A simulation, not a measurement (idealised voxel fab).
The following is a process module called voxel air gaps.
cross-section cut | 210 nm wide | cells 5 nm
If you're reading a cross-section in this doc, picture square cells in a grid; it comes to you as bands, top ones listed first down to the bottom, and a band can be one or more rows of cells.
A band entry consists of two parts. The first gives the height of the band's top and the height of its bottom, in nm. The rest lists the band's materials from left to right, each with its width in nm. A single material labelled with the word "edge to edge" fills the band from edge to edge, and the word "empty" marks empty space.
We count height from 0. Below that, the starting wafer is all one material. The lowest band never ends at the bottom but goes on down; see "0 and below" for how that is written.
A width given as "30 to 40" starts at the first number in the band's top row and ends at the second number in its bottom row, shifting by an equal amount at every step from row to row.
Given "nothing got changed" for a step, no cell of the cross-section differs between before and after that step.
The label "Closed void list" introduces a list of the empty spaces, 8 cells or larger, that have no open way up to the top; each entry in it reads width x height at distance, where the distance is taken from the left edge and all three are stated in nm.
Step line, after settings: the simulator's comment on this step.
Among the settings permitted on a step's line is "overlay nm"; applied to a step with a mask, it specifies the extent to which the mask lay to the right of its planned position, whereas a negative figure signifies a position to the left.

[Steps planned for the process]
1: RECEIVE,material Si
2: CONFORMAL_DEP,material SiO2,thk nm 10
3: CONFORMAL_DEP,material SiN,thk nm 5
4: DIRECTIONAL_DEP,material lowk,thk nm 35
5: DIRECTIONAL_DEP,material aC,thk nm 15
6: PATTERN,tone open,mask id LINES,material resist,width nm 15,pitch nm 45,thk nm 30,overlay nm 0
7: DIRECTIONAL_ETCH,etch materials aC,depth nm 15
8: STRIP,etch materials resist
9: DIRECTIONAL_ETCH,etch materials lowk,depth nm 35
10: STRIP,etch materials aC
11: CONFORMAL_DEP,material TiN,thk nm 5
12: FILL_DEP,material Ru,thk nm 5
13: CMP,height nm 50
14: EPI,material Ru,thk nm 10
15: SELECTIVE_ETCH,etch materials lowk,depth nm 45
16: CONFORMAL_DEP,material SiCN,thk nm 5

[Received-state cross-section, reflecting completion of step 1]
    0 and below = Si edge to edge
    Closed void list: none

[First of two wafers at the end of the module, shown in cross-section; run carried out as planned]
    65 down to 60 = empty (15), then SiCN (180), then empty (15)
    60 down to 50 = empty (15), then SiCN (5), then Ru (35), then SiCN (10), then Ru (35), then SiCN (10), then Ru (35), then SiCN (10), then Ru (35), then SiCN (5), then empty (15)
    50 down to 45 = empty (15), then SiCN (15), then TiN (5), then Ru (5), then TiN (5), then SiCN (30), then TiN (5), then Ru (5), then TiN (5), then SiCN (30), then TiN (5), then Ru (5), then TiN (5), then SiCN (30), then TiN (5), then Ru (5), then TiN (5), then SiCN (15), then empty (15)
    45 down to 20 = empty (25), then SiCN (5), then TiN (5), then Ru (5), then TiN (5), then SiCN (5), then empty (20), then SiCN (5), then TiN (5), then Ru (5), then TiN (5), then SiCN (5), then empty (20), then SiCN (5), then TiN (5), then Ru (5), then TiN (5), then SiCN (5), then empty (20), then SiCN (5), then TiN (5), then Ru (5), then TiN (5), then SiCN (5), then empty (25)
    20 down to 15 = SiCN (30), then TiN (15), then SiCN (30), then TiN (15), then SiCN (30), then TiN (15), then SiCN (30), then TiN (15), then SiCN (30)
    15 down to 10 = SiN edge to edge
    10 down to 0 = SiO2 edge to edge
    0 and below = Si edge to edge
    Closed void list: 20 x 25 at 50; 20 x 25 at 95; 20 x 25 at 140

[The second wafer, shown in cross-section after the module: started the same way as the first and given the same plan, yet one mistake crept into how it was run]
    65 down to 60 = empty (10), then SiCN (190), then empty (10)
    60 down to 50 = empty (10), then SiCN (5), then Ru (180), then SiCN (5), then empty (10)
    50 down to 45 = empty (10), then SiCN (15), then TiN (5), then Ru (15), then TiN (5), then lowk (20), then TiN (5), then Ru (15), then TiN (5), then lowk (20), then TiN (5), then Ru (15), then TiN (5), then lowk (20), then TiN (5), then Ru (15), then TiN (5), then SiCN (15), then empty (10)
    45 down to 20 = empty (20), then SiCN (5), then TiN (5), then Ru (15), then TiN (5), then lowk (20), then TiN (5), then Ru (15), then TiN (5), then lowk (20), then TiN (5), then Ru (15), then TiN (5), then lowk (20), then TiN (5), then Ru (15), then TiN (5), then SiCN (5), then empty (20)
    20 down to 15 = SiCN (25), then TiN (25), then lowk (20), then TiN (25), then lowk (20), then TiN (25), then lowk (20), then TiN (25), then SiCN (25)
    15 down to 10 = SiN edge to edge
    10 down to 0 = SiO2 edge to edge
    0 and below = Si edge to edge
    Closed void list: none
Where did the run depart from the plan? step 6 off recipe, ran as PATTERN,tone open,mask id LINES,material resist,width nm 25,pitch nm 45,thk nm 30,overlay nm 0
At the finish, the second wafer shows more or fewer cells for some materials than the first does: +64 Ru, -78 SiCN, +8 TiN, +84 lowk
So at the end we're looking at 3 closed voids on the first wafer and 0 on the second.
